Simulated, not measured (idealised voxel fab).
Process module in this document: voxel capacitor over wiring
For reference, the cross-section in this document is cut, with width 270 nm and square cells of 5 nm.
A cross-section in this document is a grid of square cells, and it is written down as bands, the top band listed before the ones below it; a band is made up of one or more rows of cells.
A band entry consists of two parts. The first gives the height of the band's top and the height of its bottom, in nm. The rest lists the band's materials from left to right, each with its width in nm. A single material labelled with the word "everywhere" fills the band from edge to edge, and the word "empty" marks empty space.
Where do heights start? At 0: under that level the wafer as delivered is made of one material only. And the lowest band has no floor; it just carries on downward, as in "from 0 down".
Read "30 to 40" as a graded width: first number on top, second number at the bottom, same change between each pair of neighbouring rows.
"remains unaltered", as given for a step, is the statement that not any cell of the cross-section underwent a change during that step.
Empty spaces without an open route to the top, at least 8 cells in extent, make up the entry "Sealed internal cavities"; each is given as width x height at distance, where the distance is measured from the left edge, and all are in nm.
Text after the settings on a step's line: the simulator's own remark on that step.
A step line may carry the setting "overlay nm", which, for steps involving a mask, states the distance by which the mask lay to the right of its intended position; negative values denote displacement to the left.
Reading key. Pairs: pre-step and post-step cross-section, one process step apart; post-step view only to lowest changed band. Step between + settings: beneath pair. Runs: pairs may be from different runs of this module, same starting wafer. Continuation from pair above: only where "Geometry before processing" entry says.

## Geometry before processing
> from 0 down | Si everywhere
> Sealed internal cavities: none

## Cross-Section Thereafter
> from 10 to 0 | SiO2 everywhere
> Below 0, the layers are the same as they were.
> Sealed internal cavities: none
Which operation lies between the before and after views above? CONFORMAL_DEP | material SiO2 | thk nm 10

Geometry before processing: the wafer arrives at this step looking as the after cross-section in the pair just above shows it.

## Cross-Section Thereafter
> from 15 to 10 | SiN everywhere
> Below 10, the layers are the same as they were.
> Sealed internal cavities: none
Which operation lies between the before and after views above? CONFORMAL_DEP | material SiN | thk nm 5

Geometry before processing: the wafer arrives at this step looking as the after cross-section in the pair just above shows it.

## Cross-Section Thereafter
> from 30 to 15 | SiO2 everywhere
> Below 15, the layers are the same as they were.
> Sealed internal cavities: none
Which operation lies between the before and after views above? DIRECTIONAL_DEP | material SiO2 | thk nm 15

Geometry before processing: the wafer arrives at this step looking as the after cross-section in the pair just above shows it.

## Cross-Section Thereafter
> from 45 to 30 | resist: 85, empty: 20, resist: 60, empty: 20, resist: 85
> Below 30, the layers are the same as they were.
> Sealed internal cavities: none
Which operation lies between the before and after views above? PATTERN | tone open | mask id METAL_1 | material resist | width nm 20 | pitch nm 80 | thk nm 15 | overlay nm 0

Geometry before processing: the wafer arrives at this step looking as the after cross-section in the pair just above shows it.

## Cross-Section Thereafter
> from 45 to 30 | resist: 85, empty: 20, resist: 60, empty: 20, resist: 85
> from 30 to 15 | SiO2: 85, empty: 20, SiO2: 60, empty: 20, SiO2: 85
> Below 15, the layers are the same as they were.
> Sealed internal cavities: none
Which operation lies between the before and after views above? DIRECTIONAL_ETCH | etch materials SiO2 | depth nm 15

Geometry before processing: the wafer arrives at this step looking as the after cross-section in the pair just above shows it.

## Cross-Section Thereafter
> from 45 to 30 | resist: 85, empty: 20, resist: 60, empty: 20, resist: 85
> from 30 to 15 | SiO2: 85, empty: 20, SiO2: 60, empty: 20, SiO2: 85
> from 15 to 10 | SiN: 85, empty: 20, SiN: 60, empty: 20, SiN: 85
> Below 10, the layers are the same as they were.
> Sealed internal cavities: none
Which operation lies between the before and after views above? DIRECTIONAL_ETCH | etch materials SiN | depth nm 5

Geometry before processing: the wafer arrives at this step looking as the after cross-section in the pair just above shows it.

## Cross-Section Thereafter
> from 30 to 15 | SiO2: 85, empty: 20, SiO2: 60, empty: 20, SiO2: 85
> Below 15, the layers are the same as they were.
> Sealed internal cavities: none
Which operation lies between the before and after views above? STRIP | etch materials resist

Geometry before processing: the wafer arrives at this step looking as the after cross-section in the pair just above shows it.

## Cross-Section Thereafter
> from 35 to 30 | TiN: 90, empty: 10, TiN: 70, empty: 10, TiN: 90
> from 30 to 15 | SiO2: 85, TiN: 5, empty: 10, TiN: 5, SiO2: 60, TiN: 5, empty: 10, TiN: 5, SiO2: 85
> from 15 to 10 | SiN: 85, TiN: 20, SiN: 60, TiN: 20, SiN: 85
> Below 10, the layers are the same as they were.
> Sealed internal cavities: none
Which operation lies between the before and after views above? CONFORMAL_DEP | material TiN | thk nm 5

Geometry before processing: the wafer arrives at this step looking as the after cross-section in the pair just above shows it.

## Cross-Section Thereafter
> from 40 to 35 | Cu everywhere
> from 35 to 30 | TiN: 90, Cu: 10, TiN: 70, Cu: 10, TiN: 90
> from 30 to 15 | SiO2: 85, TiN: 5, Cu: 10, TiN: 5, SiO2: 60, TiN: 5, Cu: 10, TiN: 5, SiO2: 85
> Below 15, the layers are the same as they were.
> Sealed internal cavities: none
Which operation lies between the before and after views above? FILL_DEP | material Cu | thk nm 5

Geometry before processing: the wafer arrives at this step looking as the after cross-section in the pair just above shows it.

## Cross-Section Thereafter
> from 30 to 15 | SiO2: 85, TiN: 5, Cu: 10, TiN: 5, SiO2: 60, TiN: 5, Cu: 10, TiN: 5, SiO2: 85
> Below 15, the layers are the same as they were.
> Sealed internal cavities: none
Which operation lies between the before and after views above? CMP | height nm 30

Geometry before processing: the wafer arrives at this step looking as the after cross-section in the pair just above shows it.

## Cross-Section Thereafter
> from 35 to 30 | SiCN everywhere
> Below 30, the layers are the same as they were.
> Sealed internal cavities: none
Which operation lies between the before and after views above? CONFORMAL_DEP | material SiCN | thk nm 5

Geometry before processing: the wafer arrives at this step looking as the after cross-section in the pair just above shows it.

## Cross-Section Thereafter
> from 45 to 35 | SiO2 everywhere
> Below 35, the layers are the same as they were.
> Sealed internal cavities: none
Which operation lies between the before and after views above? DIRECTIONAL_DEP | material SiO2 | thk nm 10

Geometry before processing: the wafer arrives at this step looking as the after cross-section in the pair just above shows it.

## Cross-Section Thereafter
> from 55 to 45 | aC everywhere
> Below 45, the layers are the same as they were.
> Sealed internal cavities: none
Which operation lies between the before and after views above? DIRECTIONAL_DEP | material aC | thk nm 10

Geometry before processing: the wafer arrives at this step looking as the after cross-section in the pair just above shows it.

## Cross-Section Thereafter
> from 85 to 55 | resist: 90, empty: 15, resist: 165
> Below 55, the layers are the same as they were.
> Sealed internal cavities: none
Which operation lies between the before and after views above? PATTERN | tone open | mask id PLUG_1 | material resist | width nm 15 | thk nm 30 | overlay nm 0

Geometry before processing: the wafer arrives at this step looking as the after cross-section in the pair just above shows it.

## Cross-Section Thereafter
> from 75 to 55 | resist: 90, empty: 15, resist: 165
> from 55 to 45 | aC: 90, empty: 15, aC: 165
> Below 45, the layers are the same as they were.
> Sealed internal cavities: none
Which operation lies between the before and after views above? DIRECTIONAL_ETCH | etch materials aC | depth nm 10

Geometry before processing: the wafer arrives at this step looking as the after cross-section in the pair just above shows it.

## Cross-Section Thereafter
> from 55 to 45 | aC: 90, empty: 15, aC: 165
> Below 45, the layers are the same as they were.
> Sealed internal cavities: none
Which operation lies between the before and after views above? STRIP | etch materials resist

Geometry before processing: the wafer arrives at this step looking as the after cross-section in the pair just above shows it.

## Cross-Section Thereafter
> from 55 to 45 | aC: 90, empty: 15, aC: 165
> from 45 to 35 | SiO2: 90, empty: 15, SiO2: 165
> Below 35, the layers are the same as they were.
> Sealed internal cavities: none
Which operation lies between the before and after views above? DIRECTIONAL_ETCH | etch materials SiO2 | depth nm 10

Geometry before processing: the wafer arrives at this step looking as the after cross-section in the pair just above shows it.

## Cross-Section Thereafter
> from 55 to 45 | aC: 90, empty: 15, aC: 165
> from 45 to 35 | SiO2: 90, empty: 15, SiO2: 165
> from 35 to 30 | SiCN: 90, empty: 15, SiCN: 165
> Below 30, the layers are the same as they were.
> Sealed internal cavities: none
Which operation lies between the before and after views above? DIRECTIONAL_ETCH | etch materials SiCN | depth nm 5

Geometry before processing: the wafer arrives at this step looking as the after cross-section in the pair just above shows it.

## Cross-Section Thereafter
> from 45 to 35 | SiO2: 90, empty: 15, SiO2: 165
> Below 35, the layers are the same as they were.
> Sealed internal cavities: none
Which operation lies between the before and after views above? STRIP | etch materials aC

Geometry before processing: the wafer arrives at this step looking as the after cross-section in the pair just above shows it.

## Cross-Section Thereafter
> from 45 to 40 | SiO2: 90, empty: 15, SiO2: 165
> from 40 to 35 | SiO2: 90, Ru: 15, SiO2: 165
> from 35 to 30 | SiCN: 90, Ru: 15, SiCN: 165
> Below 30, the layers are the same as they were.
> Sealed internal cavities: none
Which operation lies between the before and after views above? EPI | material Ru | thk nm 10

Geometry before processing: the wafer arrives at this step looking as the after cross-section in the pair just above shows it.

## Cross-Section Thereafter
> from 45 to 35 | SiO2: 90, Ru: 15, SiO2: 165
> Below 35, the layers are the same as they were.
> Sealed internal cavities: none
Which operation lies between the before and after views above? EPI | material Ru | thk nm 5

Geometry before processing: the wafer arrives at this step looking as the after cross-section in the pair just above shows it.

## Cross-Section Thereafter
> from 50 to 45 | TiN everywhere
> Below 45, the layers are the same as they were.
> Sealed internal cavities: none
Which operation lies between the before and after views above? DIRECTIONAL_DEP | material TiN | thk nm 5

Geometry before processing: the wafer arrives at this step looking as the after cross-section in the pair just above shows it.

## Cross-Section Thereafter
> from 55 to 50 | SiN everywhere
> Below 50, the layers are the same as they were.
> Sealed internal cavities: none
Which operation lies between the before and after views above? DIRECTIONAL_DEP | material SiN | thk nm 5

Geometry before processing: the wafer arrives at this step looking as the after cross-section in the pair just above shows it.

## Cross-Section Thereafter
> from 65 to 55 | TiN everywhere
> Below 55, the layers are the same as they were.
> Sealed internal cavities: none
Which operation lies between the before and after views above? DIRECTIONAL_DEP | material TiN | thk nm 10

Geometry before processing: the wafer arrives at this step looking as the after cross-section in the pair just above shows it.

## Cross-Section Thereafter
> from 65 to 55 | empty: 90, TiN: 65, empty: 115
> Below 55, the layers are the same as they were.
> Sealed internal cavities: none
Which operation lies between the before and after views above? MASKED_ETCH | tone cover | mask id UPPER_PLATE | width nm 65 | etch materials TiN | depth nm 10 | overlay nm 0

Geometry before processing: the wafer arrives at this step looking as the after cross-section in the pair just above shows it.

## Cross-Section Thereafter
> from 65 to 55 | empty: 90, TiN: 65, empty: 115
> from 55 to 50 | empty: 90, SiN: 65, empty: 115
> Below 50, the layers are the same as they were.
> Sealed internal cavities: none
Which operation lies between the before and after views above? MASKED_ETCH | tone cover | mask id UPPER_PLATE | width nm 65 | etch materials SiN | depth nm 5 | overlay nm 0

Geometry before processing: the wafer arrives at this step looking as the after cross-section in the pair just above shows it.

## Cross-Section Thereafter
> from 65 to 55 | empty: 90, TiN: 65, empty: 115
> from 55 to 50 | empty: 90, SiN: 65, empty: 115
> from 50 to 45 | empty: 85, TiN: 75, empty: 110
> Below 45, the layers are the same as they were.
> Sealed internal cavities: none
Which operation lies between the before and after views above? MASKED_ETCH | tone cover | mask id LOWER_PLATE | width nm 75 | etch materials TiN | depth nm 5 | overlay nm 0

Geometry before processing: the wafer arrives at this step looking as the after cross-section in the pair just above shows it.

## Cross-Section Thereafter
> from 85 to 65 | SiO2 everywhere
> from 65 to 55 | SiO2: 90, TiN: 65, SiO2: 115
> from 55 to 50 | SiO2: 90, SiN: 65, SiO2: 115
> from 50 to 45 | SiO2: 85, TiN: 75, SiO2: 110
> Below 45, the layers are the same as they were.
> Sealed internal cavities: none
Which operation lies between the before and after views above? FILL_DEP | material SiO2 | thk nm 20

Geometry before processing: the wafer arrives at this step looking as the after cross-section in the pair just above shows it.

## Cross-Section Thereafter
> from 80 to 65 | SiO2 everywhere
> Below 65, the layers are the same as they were.
> Sealed internal cavities: none
Which operation lies between the before and after views above? CMP | height nm 80

Geometry before processing: the wafer arrives at this step looking as the after cross-section in the pair just above shows it.

## Cross-Section Thereafter
> from 100 to 80 | resist: 100, empty: 15, resist: 155
> Below 80, the layers are the same as they were.
> Sealed internal cavities: none
Which operation lies between the before and after views above? PATTERN | tone open | mask id PLUG_2 | material resist | width nm 15 | thk nm 20 | overlay nm 0

Geometry before processing: the wafer arrives at this step looking as the after cross-section in the pair just above shows it.

## Cross-Section Thereafter
> from 100 to 80 | resist: 100, empty: 15, resist: 155
> from 80 to 65 | SiO2: 100, empty: 15, SiO2: 155
> Below 65, the layers are the same as they were.
> Sealed internal cavities: none
Which operation lies between the before and after views above? DIRECTIONAL_ETCH | etch materials SiO2 | depth nm 15

Geometry before processing: the wafer arrives at this step looking as the after cross-section in the pair just above shows it.

## Cross-Section Thereafter
> from 80 to 65 | SiO2: 100, empty: 15, SiO2: 155
> Below 65, the layers are the same as they were.
> Sealed internal cavities: none
Which operation lies between the before and after views above? STRIP | etch materials resist

Geometry before processing: the wafer arrives at this step looking as the after cross-section in the pair just above shows it.

## Cross-Section Thereafter
> from 85 to 80 | TiN: 105, empty: 5, TiN: 160
> from 80 to 70 | SiO2: 100, TiN: 5, empty: 5, TiN: 5, SiO2: 155
> from 70 to 65 | SiO2: 100, TiN: 15, SiO2: 155
> Below 65, the layers are the same as they were.
> Sealed internal cavities: none
Which operation lies between the before and after views above? CONFORMAL_DEP | material TiN | thk nm 5

Geometry before processing: the wafer arrives at this step looking as the after cross-section in the pair just above shows it.

## Cross-Section Thereafter
> from 95 to 85 | W everywhere
> from 85 to 80 | TiN: 105, W: 5, TiN: 160
> from 80 to 70 | SiO2: 100, TiN: 5, W: 5, TiN: 5, SiO2: 155
> Below 70, the layers are the same as they were.
> Sealed internal cavities: none
Which operation lies between the before and after views above? FILL_DEP | material W | thk nm 10

Geometry before processing: the wafer arrives at this step looking as the after cross-section in the pair just above shows it.

## Cross-Section Thereafter
> from 80 to 70 | SiO2: 100, TiN: 5, W: 5, TiN: 5, SiO2: 155
> Below 70, the layers are the same as they were.
> Sealed internal cavities: none
Which operation lies between the before and after views above? CMP | height nm 80

Geometry before processing: the wafer arrives at this step looking as the after cross-section in the pair just above shows it.

## Cross-Section Thereafter
> from 85 to 80 | SiCN everywhere
> Below 80, the layers are the same as they were.
> Sealed internal cavities: none
Which operation lies between the before and after views above? CONFORMAL_DEP | material SiCN | thk nm 5

## Geometry before processing
> from 95 to 85 | W everywhere
> from 85 to 80 | TiN: 105, W: 5, TiN: 160
> from 80 to 70 | SiO2: 100, TiN: 5, W: 5, TiN: 5, SiO2: 155
> from 70 to 65 | SiO2: 100, TiN: 15, SiO2: 155
> from 65 to 55 | SiO2: 90, TiN: 65, SiO2: 115
> from 55 to 50 | SiO2: 90, SiN: 65, SiO2: 115
> from 50 to 45 | SiO2: 85, TiN: 75, SiO2: 110
> from 45 to 35 | SiO2: 90, Ru: 15, SiO2: 165
> from 35 to 30 | SiCN: 90, Ru: 15, SiCN: 165
> from 30 to 15 | SiO2: 85, TiN: 5, Cu: 10, TiN: 5, SiO2: 60, TiN: 5, Cu: 10, TiN: 5, SiO2: 85
> from 15 to 10 | SiN: 85, TiN: 20, SiN: 60, TiN: 20, SiN: 85
> from 10 to 0 | SiO2 everywhere
> from 0 down | Si everywhere
> Sealed internal cavities: none

## Cross-Section Thereafter
> from 100 to 95 | SiCN everywhere
> Below 95, the layers are the same as they were.
> Sealed internal cavities: none
Which operation lies between the before and after views above? CONFORMAL_DEP | material SiCN | thk nm 5

## Geometry before processing
> from 45 to 40 | SiO2: 90, empty: 15, SiO2: 165
> from 40 to 35 | SiO2: 90, Ru: 15, SiO2: 165
> from 35 to 30 | SiCN: 90, Ru: 15, SiCN: 165
> from 30 to 15 | SiO2: 85, TiN: 5, Cu: 10, TiN: 5, SiO2: 60, TiN: 5, Cu: 10, TiN: 5, SiO2: 85
> from 15 to 10 | SiN: 85, TiN: 20, SiN: 60, TiN: 20, SiN: 85
> from 10 to 0 | SiO2 everywhere
> from 0 down | Si everywhere
> Sealed internal cavities: none

## Cross-Section Thereafter
> from 50 to 45 | empty: 85, Ru: 25, empty: 160
> from 45 to 35 | SiO2: 90, Ru: 15, SiO2: 165
> Below 35, the layers are the same as they were.
> Sealed internal cavities: none
Which operation lies between the before and after views above? EPI | material Ru | thk nm 10

Geometry before processing: the wafer arrives at this step looking as the after cross-section in the pair just above shows it.

## Cross-Section Thereafter
> from 55 to 45 | empty: 80, Ru: 35, empty: 155
> Below 45, the layers are the same as they were.
> Sealed internal cavities: none
Which operation lies between the before and after views above? EPI | material Ru | thk nm 5

Geometry before processing: the wafer arrives at this step looking as the after cross-section in the pair just above shows it.

## Cross-Section Thereafter
> from 60 to 55 | empty: 80, TiN: 35, empty: 155
> from 55 to 50 | empty: 80, Ru: 35, empty: 155
> from 50 to 45 | TiN: 80, Ru: 35, TiN: 155
> Below 45, the layers are the same as they were.
> Sealed internal cavities: none
Which operation lies between the before and after views above? DIRECTIONAL_DEP | material TiN | thk nm 5

Geometry before processing: the wafer arrives at this step looking as the after cross-section in the pair just above shows it.

## Cross-Section Thereafter
> from 65 to 60 | empty: 80, SiN: 35, empty: 155
> from 60 to 55 | empty: 80, TiN: 35, empty: 155
> from 55 to 50 | SiN: 80, Ru: 35, SiN: 155
> Below 50, the layers are the same as they were.
> Sealed internal cavities: none
Which operation lies between the before and after views above? DIRECTIONAL_DEP | material SiN | thk nm 5

Geometry before processing: the wafer arrives at this step looking as the after cross-section in the pair just above shows it.

## Cross-Section Thereafter
> from 75 to 65 | empty: 80, TiN: 35, empty: 155
> from 65 to 60 | TiN: 80, SiN: 35, TiN: 155
> from 60 to 55 | TiN everywhere
> Below 55, the layers are the same as they were.
> Sealed internal cavities: none
Which operation lies between the before and after views above? DIRECTIONAL_DEP | material TiN | thk nm 10

Geometry before processing: the wafer arrives at this step looking as the after cross-section in the pair just above shows it.

## Cross-Section Thereafter
> from 75 to 65 | empty: 90, TiN: 25, empty: 155
> from 65 to 60 | empty: 80, SiN: 35, TiN: 40, empty: 115
> from 60 to 55 | empty: 80, TiN: 75, empty: 115
> Below 55, the layers are the same as they were.
> Sealed internal cavities: none
Which operation lies between the before and after views above? MASKED_ETCH | tone cover | mask id UPPER_PLATE | width nm 65 | etch materials TiN | depth nm 10 | overlay nm 0

Geometry before processing: the wafer arrives at this step looking as the after cross-section in the pair just above shows it.

## Cross-Section Thereafter
> from 75 to 65 | empty: 90, TiN: 25, empty: 155
> from 65 to 60 | empty: 90, SiN: 25, TiN: 40, empty: 115
> from 60 to 55 | empty: 80, TiN: 75, empty: 115
> from 55 to 50 | empty: 80, Ru: 35, SiN: 40, empty: 115
> Below 50, the layers are the same as they were.
> Sealed internal cavities: none
Which operation lies between the before and after views above? MASKED_ETCH | tone cover | mask id UPPER_PLATE | width nm 65 | etch materials SiN | depth nm 5 | overlay nm 0

Geometry before processing: the wafer arrives at this step looking as the after cross-section in the pair just above shows it.

## Cross-Section Thereafter
> from 75 to 65 | empty: 90, TiN: 25, empty: 155
> from 65 to 60 | empty: 90, SiN: 25, TiN: 40, empty: 115
> from 60 to 55 | empty: 85, TiN: 70, empty: 115
> from 55 to 50 | empty: 80, Ru: 35, SiN: 40, empty: 115
> from 50 to 45 | empty: 80, Ru: 35, TiN: 45, empty: 110
> Below 45, the layers are the same as they were.
> Sealed internal cavities: none
Which operation lies between the before and after views above? MASKED_ETCH | tone cover | mask id LOWER_PLATE | width nm 75 | etch materials TiN | depth nm 5 | overlay nm 0

Geometry before processing: the wafer arrives at this step looking as the after cross-section in the pair just above shows it.

## Cross-Section Thereafter
> from 95 to 75 | SiO2 everywhere
> from 75 to 65 | SiO2: 90, TiN: 25, SiO2: 155
> from 65 to 60 | SiO2: 90, SiN: 25, TiN: 40, SiO2: 115
> from 60 to 55 | SiO2: 85, TiN: 70, SiO2: 115
> from 55 to 50 | SiO2: 80, Ru: 35, SiN: 40, SiO2: 115
> from 50 to 45 | SiO2: 80, Ru: 35, TiN: 45, SiO2: 110
> Below 45, the layers are the same as they were.
> Sealed internal cavities: none
Which operation lies between the before and after views above? FILL_DEP | material SiO2 | thk nm 20

Geometry before processing: the wafer arrives at this step looking as the after cross-section in the pair just above shows it.

## Cross-Section Thereafter
> from 80 to 75 | SiO2 everywhere
> Below 75, the layers are the same as they were.
> Sealed internal cavities: none
Which operation lies between the before and after views above? CMP | height nm 80

Geometry before processing: the wafer arrives at this step looking as the after cross-section in the pair just above shows it.

## Cross-Section Thereafter
> from 100 to 80 | resist: 100, empty: 15, resist: 155
> Below 80, the layers are the same as they were.
> Sealed internal cavities: none
Which operation lies between the before and after views above? PATTERN | tone open | mask id PLUG_2 | material resist | width nm 15 | thk nm 20 | overlay nm 0

Geometry before processing: the wafer arrives at this step looking as the after cross-section in the pair just above shows it.

## Cross-Section Thereafter
> from 100 to 80 | resist: 100, empty: 15, resist: 155
> from 80 to 75 | SiO2: 100, empty: 15, SiO2: 155
> Below 75, the layers are the same as they were.
> Sealed internal cavities: none
Which operation lies between the before and after views above? DIRECTIONAL_ETCH | etch materials SiO2 | depth nm 15

Geometry before processing: the wafer arrives at this step looking as the after cross-section in the pair just above shows it.

## Cross-Section Thereafter
> from 80 to 75 | SiO2: 100, empty: 15, SiO2: 155
> Below 75, the layers are the same as they were.
> Sealed internal cavities: none
Which operation lies between the before and after views above? STRIP | etch materials resist

Geometry before processing: the wafer arrives at this step looking as the after cross-section in the pair just above shows it.

## Cross-Section Thereafter
> from 85 to 80 | TiN: 105, empty: 5, TiN: 160
> from 80 to 75 | SiO2: 100, TiN: 15, SiO2: 155
> Below 75, the layers are the same as they were.
> Sealed internal cavities: none
Which operation lies between the before and after views above? CONFORMAL_DEP | material TiN | thk nm 5

Geometry before processing: the wafer arrives at this step looking as the after cross-section in the pair just above shows it.

## Cross-Section Thereafter
> from 95 to 85 | W everywhere
> from 85 to 80 | TiN: 105, W: 5, TiN: 160
> Below 80, the layers are the same as they were.
> Sealed internal cavities: none
Which operation lies between the before and after views above? FILL_DEP | material W | thk nm 10

Geometry before processing: the wafer arrives at this step looking as the after cross-section in the pair just above shows it.

## Cross-Section Thereafter
> from 80 to 75 | SiO2: 100, TiN: 15, SiO2: 155
> Below 75, the layers are the same as they were.
> Sealed internal cavities: none
Which operation lies between the before and after views above? CMP | height nm 80

Geometry before processing: the wafer arrives at this step looking as the after cross-section in the pair just above shows it.

## Cross-Section Thereafter
> from 85 to 80 | SiCN everywhere
> Below 80, the layers are the same as they were.
> Sealed internal cavities: none
Which operation lies between the before and after views above? CONFORMAL_DEP | material SiCN | thk nm 5

## Geometry before processing
> from 30 to 15 | SiO2: 85, TiN: 5, Cu: 10, TiN: 5, SiO2: 60, TiN: 5, Cu: 10, TiN: 5, SiO2: 85
> from 15 to 10 | SiN: 85, TiN: 20, SiN: 60, TiN: 20, SiN: 85
> from 10 to 0 | SiO2 everywhere
> from 0 down | Si everywhere
> Sealed internal cavities: none

## Cross-Section Thereafter
> from 40 to 30 | SiO2 everywhere
> Below 30, the layers are the same as they were.
> Sealed internal cavities: none
Which operation lies between the before and after views above? DIRECTIONAL_DEP | material SiO2 | thk nm 10

Geometry before processing: the wafer arrives at this step looking as the after cross-section in the pair just above shows it.

## Cross-Section Thereafter
> from 45 to 40 | SiCN everywhere
> Below 40, the layers are the same as they were.
> Sealed internal cavities: none
Which operation lies between the before and after views above? CONFORMAL_DEP | material SiCN | thk nm 5

Geometry before processing: the wafer arrives at this step looking as the after cross-section in the pair just above shows it.

## Cross-Section Thereafter
> from 55 to 45 | aC everywhere
> Below 45, the layers are the same as they were.
> Sealed internal cavities: none
Which operation lies between the before and after views above? DIRECTIONAL_DEP | material aC | thk nm 10

Geometry before processing: the wafer arrives at this step looking as the after cross-section in the pair just above shows it.

## Cross-Section Thereafter
> from 85 to 55 | resist: 90, empty: 15, resist: 165
> Below 55, the layers are the same as they were.
> Sealed internal cavities: none
Which operation lies between the before and after views above? PATTERN | tone open | mask id PLUG_1 | material resist | width nm 15 | thk nm 30 | overlay nm 0

Geometry before processing: the wafer arrives at this step looking as the after cross-section in the pair just above shows it.

## Cross-Section Thereafter
> from 75 to 55 | resist: 90, empty: 15, resist: 165
> from 55 to 45 | aC: 90, empty: 15, aC: 165
> Below 45, the layers are the same as they were.
> Sealed internal cavities: none
Which operation lies between the before and after views above? DIRECTIONAL_ETCH | etch materials aC | depth nm 10

Geometry before processing: the wafer arrives at this step looking as the after cross-section in the pair just above shows it.

## Cross-Section Thereafter
> from 55 to 45 | aC: 90, empty: 15, aC: 165
> Below 45, the layers are the same as they were.
> Sealed internal cavities: none
Which operation lies between the before and after views above? STRIP | etch materials resist

Geometry before processing: the wafer arrives at this step looking as the after cross-section in the pair just above shows it.

## Cross-Section Thereafter
> from 55 to 45 | aC: 90, empty: 15, aC: 165
> from 45 to 40 | SiCN: 90, empty: 15, SiCN: 165
> Below 40, the layers are the same as they were.
> Sealed internal cavities: none
Which operation lies between the before and after views above? DIRECTIONAL_ETCH | etch materials SiCN | depth nm 5

Geometry before processing: the wafer arrives at this step looking as the after cross-section in the pair just above shows it.

## Cross-Section Thereafter
> from 45 to 40 | SiCN: 90, empty: 15, SiCN: 165
> Below 40, the layers are the same as they were.
> Sealed internal cavities: none
Which operation lies between the before and after views above? STRIP | etch materials aC

Geometry before processing: the wafer arrives at this step looking as the after cross-section in the pair just above shows it.

## Cross-Section Thereafter
> from 50 to 45 | TiN: 90, empty: 15, TiN: 165
> from 45 to 40 | SiCN: 90, TiN: 15, SiCN: 165
> Below 40, the layers are the same as they were.
> Sealed internal cavities: none
Which operation lies between the before and after views above? DIRECTIONAL_DEP | material TiN | thk nm 5

Geometry before processing: the wafer arrives at this step looking as the after cross-section in the pair just above shows it.

## Cross-Section Thereafter
> from 55 to 50 | SiN: 90, empty: 15, SiN: 165
> from 50 to 45 | TiN: 90, SiN: 15, TiN: 165
> Below 45, the layers are the same as they were.
> Sealed internal cavities: none
Which operation lies between the before and after views above? DIRECTIONAL_DEP | material SiN | thk nm 5

Geometry before processing: the wafer arrives at this step looking as the after cross-section in the pair just above shows it.

## Cross-Section Thereafter
> from 65 to 60 | TiN: 90, empty: 15, TiN: 165
> from 60 to 55 | TiN everywhere
> from 55 to 50 | SiN: 90, TiN: 15, SiN: 165
> Below 50, the layers are the same as they were.
> Sealed internal cavities: none
Which operation lies between the before and after views above? DIRECTIONAL_DEP | material TiN | thk nm 10

Geometry before processing: the wafer arrives at this step looking as the after cross-section in the pair just above shows it.

## Cross-Section Thereafter
> from 65 to 55 | empty: 105 to 90, TiN: 50 to 65, empty: 115
> Below 55, the layers are the same as they were.
> Sealed internal cavities: none
Which operation lies between the before and after views above? MASKED_ETCH | tone cover | mask id UPPER_PLATE | width nm 65 | etch materials TiN | depth nm 10 | overlay nm 0

Geometry before processing: the wafer arrives at this step looking as the after cross-section in the pair just above shows it.

## Cross-Section Thereafter
> from 65 to 55 | empty: 105 to 90, TiN: 50 to 65, empty: 115
> from 55 to 50 | empty: 90, TiN: 15, SiN: 50, empty: 115
> Below 50, the layers are the same as they were.
> Sealed internal cavities: none
Which operation lies between the before and after views above? MASKED_ETCH | tone cover | mask id UPPER_PLATE | width nm 65 | etch materials SiN | depth nm 5 | overlay nm 0

Geometry before processing: the wafer arrives at this step looking as the after cross-section in the pair just above shows it.

## Cross-Section Thereafter
> from 65 to 55 | empty: 105 to 90, TiN: 50 to 65, empty: 115
> from 55 to 50 | empty: 90, TiN: 15, SiN: 50, empty: 115
> from 50 to 45 | empty: 85, TiN: 5, SiN: 15, TiN: 55, empty: 110
> Below 45, the layers are the same as they were.
> Sealed internal cavities: none
Which operation lies between the before and after views above? MASKED_ETCH | tone cover | mask id LOWER_PLATE | width nm 75 | etch materials TiN | depth nm 5 | overlay nm 0

Geometry before processing: the wafer arrives at this step looking as the after cross-section in the pair just above shows it.

## Cross-Section Thereafter
> from 85 to 65 | SiO2 everywhere
> from 65 to 55 | SiO2: 105 to 90, TiN: 50 to 65, SiO2: 115
> from 55 to 50 | SiO2: 90, TiN: 15, SiN: 50, SiO2: 115
> from 50 to 45 | SiO2: 85, TiN: 5, SiN: 15, TiN: 55, SiO2: 110
> Below 45, the layers are the same as they were.
> Sealed internal cavities: none
Which operation lies between the before and after views above? FILL_DEP | material SiO2 | thk nm 20

Geometry before processing: the wafer arrives at this step looking as the after cross-section in the pair just above shows it.

## Cross-Section Thereafter
> from 80 to 65 | SiO2 everywhere
> Below 65, the layers are the same as they were.
> Sealed internal cavities: none
Which operation lies between the before and after views above? CMP | height nm 80

Geometry before processing: the wafer arrives at this step looking as the after cross-section in the pair just above shows it.

## Cross-Section Thereafter
> from 100 to 80 | resist: 100, empty: 15, resist: 155
> Below 80, the layers are the same as they were.
> Sealed internal cavities: none
Which operation lies between the before and after views above? PATTERN | tone open | mask id PLUG_2 | material resist | width nm 15 | thk nm 20 | overlay nm 0

Geometry before processing: the wafer arrives at this step looking as the after cross-section in the pair just above shows it.

## Cross-Section Thereafter
> from 100 to 80 | resist: 100, empty: 15, resist: 155
> from 80 to 65 | SiO2: 100, empty: 15, SiO2: 155
> Below 65, the layers are the same as they were.
> Sealed internal cavities: none
Which operation lies between the before and after views above? DIRECTIONAL_ETCH | etch materials SiO2 | depth nm 15

Geometry before processing: the wafer arrives at this step looking as the after cross-section in the pair just above shows it.

## Cross-Section Thereafter
> from 80 to 65 | SiO2: 100, empty: 15, SiO2: 155
> Below 65, the layers are the same as they were.
> Sealed internal cavities: none
Which operation lies between the before and after views above? STRIP | etch materials resist

Geometry before processing: the wafer arrives at this step looking as the after cross-section in the pair just above shows it.

## Cross-Section Thereafter
> from 85 to 80 | TiN: 105, empty: 5, TiN: 160
> from 80 to 70 | SiO2: 100, TiN: 5, empty: 5, TiN: 5, SiO2: 155
> from 70 to 60 | SiO2: 100 to 105, TiN: 15 to 50, SiO2: 155 to 115
> Below 60, the layers are the same as they were.
> Sealed internal cavities: none
Which operation lies between the before and after views above? CONFORMAL_DEP | material TiN | thk nm 5

Geometry before processing: the wafer arrives at this step looking as the after cross-section in the pair just above shows it.

## Cross-Section Thereafter
> from 95 to 85 | W everywhere
> from 85 to 80 | TiN: 105, W: 5, TiN: 160
> from 80 to 70 | SiO2: 100, TiN: 5, W: 5, TiN: 5, SiO2: 155
> Below 70, the layers are the same as they were.
> Sealed internal cavities: none
Which operation lies between the before and after views above? FILL_DEP | material W | thk nm 10
